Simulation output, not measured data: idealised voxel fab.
process module | voxel self aligned vias
cross-section cut | 225 nm wide | cells 5 nm
A cross-section is a grid of square cells, given in bands from the top down. A band is one or more rows of cells.
Each band's line starts with the height of the band's top and of its bottom, in nm. Then come its materials from left to right, each with its width in nm. One material with "throughout" fills the band from edge to edge. "air" is empty space.
Height 0 is the level under which the wafer as received is all one material. The lowest band goes on downwards, as in "0 down".
A width such as "30 to 40" changes by the same amount from each row of cells to the next, from the band's top row to its bottom row.
"no change" after a step means that no cell of the cross-section changed.
closed voids: empty space of 8 cells or more with no open way to the top, each as width x height at its distance from the left edge, in nm
after a step's settings: what the simulator itself notes on the step
overlay nm, on a step with a mask: how far to the right of its planned place the mask lay; to the left if negative
plan
1 op RECEIVE | material Si
2 op CONFORMAL_DEP | material SiO2 | thk nm 10
3 op CONFORMAL_DEP | material SiCN | thk nm 5
4 op DIRECTIONAL_DEP | material lowk | thk nm 20
5 op DIRECTIONAL_DEP | material aC | thk nm 10
6 op PATTERN | tone open | mask id LINES | material resist | width nm 20 | pitch nm 55 | thk nm 25 | overlay nm 0
7 op DIRECTIONAL_ETCH | etch materials aC | depth nm 10
8 op STRIP | etch materials resist
9 op DIRECTIONAL_ETCH | etch materials lowk | depth nm 20
10 op STRIP | etch materials aC
11 op CONFORMAL_DEP | material TiN | thk nm 5
12 op FILL_DEP | material Ru | thk nm 10
13 op CMP | height nm 35
14 op SELECTIVE_ETCH | etch materials W Ru TiN | depth nm 5
15 op FILL_DEP | material SiN | thk nm 10
16 op CMP | height nm 35
17 op DIRECTIONAL_DEP | material lowk | thk nm 15
18 op DIRECTIONAL_DEP | material aC | thk nm 10
19 op PATTERN | tone open | mask id VIAS | material resist | width nm 40 | pitch nm 110 | thk nm 25 | overlay nm 0
20 op DIRECTIONAL_ETCH | etch materials aC | depth nm 10
21 op STRIP | etch materials resist
22 op DIRECTIONAL_ETCH | etch materials lowk | depth nm 15
23 op DIRECTIONAL_ETCH | etch materials SiN | depth nm 5
24 op STRIP | etch materials aC
25 op CONFORMAL_DEP | material TiN | thk nm 5
26 op FILL_DEP | material Ru | thk nm 10
27 op CMP | height nm 50
28 op CONFORMAL_DEP | material SiCN | thk nm 5
first wafer, as planned
as received, after step 1
  0 down: Si throughout
  closed voids: none
after step 2
  10 to 0: SiO2 throughout
  below 0: unchanged
after step 3
  15 to 10: SiCN throughout
  below 10: unchanged
after step 4
  35 to 15: lowk throughout
  below 15: unchanged
after step 5
  45 to 35: aC throughout
  below 35: unchanged
after step 6
  70 to 45: resist 45 | air 20 | resist 35 | air 20 | resist 35 | air 20 | resist 50
  below 45: unchanged
after step 7
  60 to 45: resist 45 | air 20 | resist 35 | air 20 | resist 35 | air 20 | resist 50
  45 to 35: aC 45 | air 20 | aC 35 | air 20 | aC 35 | air 20 | aC 50
  below 35: unchanged
after step 8
  45 to 35: aC 45 | air 20 | aC 35 | air 20 | aC 35 | air 20 | aC 50
  below 35: unchanged
after step 9
  45 to 35: aC 45 | air 20 | aC 35 | air 20 | aC 35 | air 20 | aC 50
  35 to 15: lowk 45 | air 20 | lowk 35 | air 20 | lowk 35 | air 20 | lowk 50
  below 15: unchanged
after step 10
  35 to 15: lowk 45 | air 20 | lowk 35 | air 20 | lowk 35 | air 20 | lowk 50
  below 15: unchanged
after step 11
  40 to 35: TiN 50 | air 10 | TiN 45 | air 10 | TiN 45 | air 10 | TiN 55
  35 to 20: lowk 45 | TiN 5 | air 10 | TiN 5 | lowk 35 | TiN 5 | air 10 | TiN 5 | lowk 35 | TiN 5 | air 10 | TiN 5 | lowk 50
  20 to 15: lowk 45 | TiN 20 | lowk 35 | TiN 20 | lowk 35 | TiN 20 | lowk 50
  below 15: unchanged
after step 12
  50 to 40: Ru throughout
  40 to 35: TiN 50 | Ru 10 | TiN 45 | Ru 10 | TiN 45 | Ru 10 | TiN 55
  35 to 20: lowk 45 | TiN 5 | Ru 10 | TiN 5 | lowk 35 | TiN 5 | Ru 10 | TiN 5 | lowk 35 | TiN 5 | Ru 10 | TiN 5 | lowk 50
  below 20: unchanged
after step 13
  35 to 20: lowk 45 | TiN 5 | Ru 10 | TiN 5 | lowk 35 | TiN 5 | Ru 10 | TiN 5 | lowk 35 | TiN 5 | Ru 10 | TiN 5 | lowk 50
  below 20: unchanged
after step 14
  35 to 30: lowk 45 | air 20 | lowk 35 | air 20 | lowk 35 | air 20 | lowk 50
  below 30: unchanged
after step 15
  45 to 35: SiN throughout
  35 to 30: lowk 45 | SiN 20 | lowk 35 | SiN 20 | lowk 35 | SiN 20 | lowk 50
  below 30: unchanged
after step 16
  35 to 30: lowk 45 | SiN 20 | lowk 35 | SiN 20 | lowk 35 | SiN 20 | lowk 50
  below 30: unchanged
after step 17
  50 to 35: lowk throughout
  below 35: unchanged
after step 18
  60 to 50: aC throughout
  below 50: unchanged
after step 19
  85 to 60: resist 35 | air 40 | resist 70 | air 40 | resist 40
  below 60: unchanged
after step 20
  75 to 60: resist 35 | air 40 | resist 70 | air 40 | resist 40
  60 to 50: aC 35 | air 40 | aC 70 | air 40 | aC 40
  below 50: unchanged
after step 21
  60 to 50: aC 35 | air 40 | aC 70 | air 40 | aC 40
  below 50: unchanged
after step 22
  60 to 50: aC 35 | air 40 | aC 70 | air 40 | aC 40
  50 to 35: lowk 35 | air 40 | lowk 70 | air 40 | lowk 40
  below 35: unchanged
after step 23
  60 to 50: aC 35 | air 40 | aC 70 | air 40 | aC 40
  50 to 35: lowk 35 | air 40 | lowk 70 | air 40 | lowk 40
  35 to 30: lowk 45 | air 20 | lowk 35 | SiN 20 | lowk 35 | air 20 | lowk 50
  below 30: unchanged
after step 24
  50 to 35: lowk 35 | air 40 | lowk 70 | air 40 | lowk 40
  below 35: unchanged
after step 25
  55 to 50: TiN 40 | air 30 | TiN 80 | air 30 | TiN 45
  50 to 40: lowk 35 | TiN 5 | air 30 | TiN 5 | lowk 70 | TiN 5 | air 30 | TiN 5 | lowk 40
  40 to 35: lowk 35 | TiN 15 | air 10 | TiN 15 | lowk 70 | TiN 15 | air 10 | TiN 15 | lowk 40
  35 to 30: lowk 45 | TiN 20 | lowk 35 | SiN 20 | lowk 35 | TiN 20 | lowk 50
  below 30: unchanged
after step 26
  65 to 55: Ru throughout
  55 to 50: TiN 40 | Ru 30 | TiN 80 | Ru 30 | TiN 45
  50 to 40: lowk 35 | TiN 5 | Ru 30 | TiN 5 | lowk 70 | TiN 5 | Ru 30 | TiN 5 | lowk 40
  40 to 35: lowk 35 | TiN 15 | Ru 10 | TiN 15 | lowk 70 | TiN 15 | Ru 10 | TiN 15 | lowk 40
  below 35: unchanged
after step 27
  50 to 40: lowk 35 | TiN 5 | Ru 30 | TiN 5 | lowk 70 | TiN 5 | Ru 30 | TiN 5 | lowk 40
  below 40: unchanged
after step 28
  55 to 50: SiCN throughout
  below 50: unchanged
second wafer: like start, like plan, one mistake. Through step 18 it matches the first wafer
when step 19 should have ended
  85 to 60: air 35 | resist 40 | air 70 | resist 40 | air 40
  below 60: unchanged
when step 20 should have ended
  75 to 60: air 35 | resist 40 | air 70 | resist 40 | air 40
  60 to 50: air 35 | aC 40 | air 70 | aC 40 | air 40
  below 50: unchanged
when step 21 should have ended
  60 to 50: air 35 | aC 40 | air 70 | aC 40 | air 40
  below 50: unchanged
when step 22 should have ended
  60 to 50: air 35 | aC 40 | air 70 | aC 40 | air 40
  50 to 35: air 35 | lowk 40 | air 70 | lowk 40 | air 40
  below 35: unchanged
when step 23 should have ended
  60 to 50: air 35 | aC 40 | air 70 | aC 40 | air 40
  50 to 35: air 35 | lowk 40 | air 70 | lowk 40 | air 40
  35 to 30: lowk 45 | SiN 20 | lowk 35 | air 20 | lowk 35 | SiN 20 | lowk 50
  below 30: unchanged
when step 24 should have ended
  50 to 35: air 35 | lowk 40 | air 70 | lowk 40 | air 40
  below 35: unchanged
when step 25 should have ended
  55 to 50: air 30 | TiN 50 | air 60 | TiN 50 | air 35
  50 to 40: air 30 | TiN 5 | lowk 40 | TiN 5 | air 60 | TiN 5 | lowk 40 | TiN 5 | air 35
  40 to 35: TiN 35 | lowk 40 | TiN 30 | air 10 | TiN 30 | lowk 40 | TiN 40
  35 to 30: lowk 45 | SiN 20 | lowk 35 | TiN 20 | lowk 35 | SiN 20 | lowk 50
  below 30: unchanged
when step 26 should have ended
  65 to 55: Ru throughout
  55 to 50: Ru 30 | TiN 50 | Ru 60 | TiN 50 | Ru 35
  50 to 40: Ru 30 | TiN 5 | lowk 40 | TiN 5 | Ru 60 | TiN 5 | lowk 40 | TiN 5 | Ru 35
  40 to 35: TiN 35 | lowk 40 | TiN 30 | Ru 10 | TiN 30 | lowk 40 | TiN 40
  below 35: unchanged
when step 27 should have ended
  50 to 40: Ru 30 | TiN 5 | lowk 40 | TiN 5 | Ru 60 | TiN 5 | lowk 40 | TiN 5 | Ru 35
  below 40: unchanged
when step 28 should have ended
  55 to 50: SiCN throughout
  below 50: unchanged
what went wrong: step 19 ran as: op PATTERN | tone cover | mask id VIAS | material resist | width nm 40 | pitch nm 110 | thk nm 25 | overlay nm 0
at the end the second wafer has, in cells: 24 more of Ru | 4 more of SiN | 11 more of TiN | 39 fewer of lowk
